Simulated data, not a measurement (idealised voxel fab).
Proc. module: voxel ribs on slabs
Section cut is 205 nm wide and gridded with 5 nm square cells.
Cross-sections here: square-cell grids, written as top-down lists of bands, a band being one or more rows of cells.
Band entry format. Leading values: height of top, height of bottom, nm. Remainder: materials in left-to-right order, each with its width in nm. Special words: "full width" on a single material, which then fills the band edge to edge; "blank", empty space.
A quick word on heights: they are counted from 0, and under that level the wafer as it came to us is one material throughout. The lowest band is different from the rest in having no bottom; it simply continues downward, written as in "from 0 down".
Graded width ("30 to 40"): value in top row of band = first number; value in bottom row = second number; row-to-row change constant.
What does "no modification" mean for a step? It means no cell of the cross-section changed in that step.
The entry "Sealed internal cavities" lists the empty spaces that cover at least 8 cells and have no open path to the top. Each is written as width x height at distance, where the distance is measured from the left edge and all three values are in nm.
Note: text after step settings on the step line = simulator remark on that step.
The setting "overlay nm" may be written on the line of a step. When the step uses a mask, the value reports how far to the right of the planned place the mask lay, and a negative value reports that it lay to the left.

Intended process steps
1 RECEIVE [material Si]
2 DIRECTIONAL_DEP [material SiO2] [thk nm 25]
3 DIRECTIONAL_DEP [material polySi] [thk nm 20]
4 PATTERN [tone cover] [mask id RIB] [material resist] [width nm 30] [thk nm 20] [overlay nm 0]
5 DIRECTIONAL_ETCH [etch materials polySi] [depth nm 10]
6 STRIP [etch materials resist]
7 MASKED_ETCH [tone cover] [mask id SLAB] [width nm 60] [etch materials polySi] [depth nm 10] [overlay nm 0]
8 FILL_DEP [material SiO2] [thk nm 25]
9 CMP [height nm 60]
10 DIRECTIONAL_DEP [material TiN] [thk nm 5]
11 PATTERN [tone cover] [mask id HEATER] [material resist] [width nm 40] [thk nm 20] [overlay nm 0]
12 DIRECTIONAL_ETCH [etch materials TiN] [depth nm 5]
13 STRIP [etch materials resist]
14 CONFORMAL_DEP [material SiO2] [thk nm 10]

Shown in cross-section is the wafer as received, that is, as it stands after step 1
	from 0 down  Si full width
	Sealed internal cavities: none

First of two wafers at the end of the module, shown in cross-section; run carried out as planned
	from 75 to 70  blank (70) / SiO2 (60) / blank (75)
	from 70 to 65  SiO2 full width
	from 65 to 60  SiO2 (80) / TiN (40) / SiO2 (85)
	from 60 to 45  SiO2 full width
	from 45 to 35  SiO2 (85) / polySi (30) / SiO2 (90)
	from 35 to 25  SiO2 (70) / polySi (60) / SiO2 (75)
	from 25 to 0  SiO2 full width
	from 0 down  Si full width
	Sealed internal cavities: none

Cross-sectional view of the second of two wafers upon completion of the module. This wafer shared its starting condition and process plan with the first; one error was made during its execution
	from 75 to 70  blank (70) / SiO2 (60) / blank (75)
	from 70 to 65  SiO2 full width
	from 65 to 60  SiO2 (80) / TiN (40) / SiO2 (85)
	from 60 to 45  SiO2 full width
	from 45 to 35  SiO2 (70) / polySi (15) / SiO2 (30) / polySi (15) / SiO2 (75)
	from 35 to 25  polySi full width
	from 25 to 0  SiO2 full width
	from 0 down  Si full width
	Sealed internal cavities: none
Diagnosis: step 4 ran as: PATTERN [tone open] [mask id RIB] [material resist] [width nm 30] [thk nm 20] [overlay nm 0]
Cell-count delta at end, second wafer over first, by material: -58 SiO2; +58 polySi
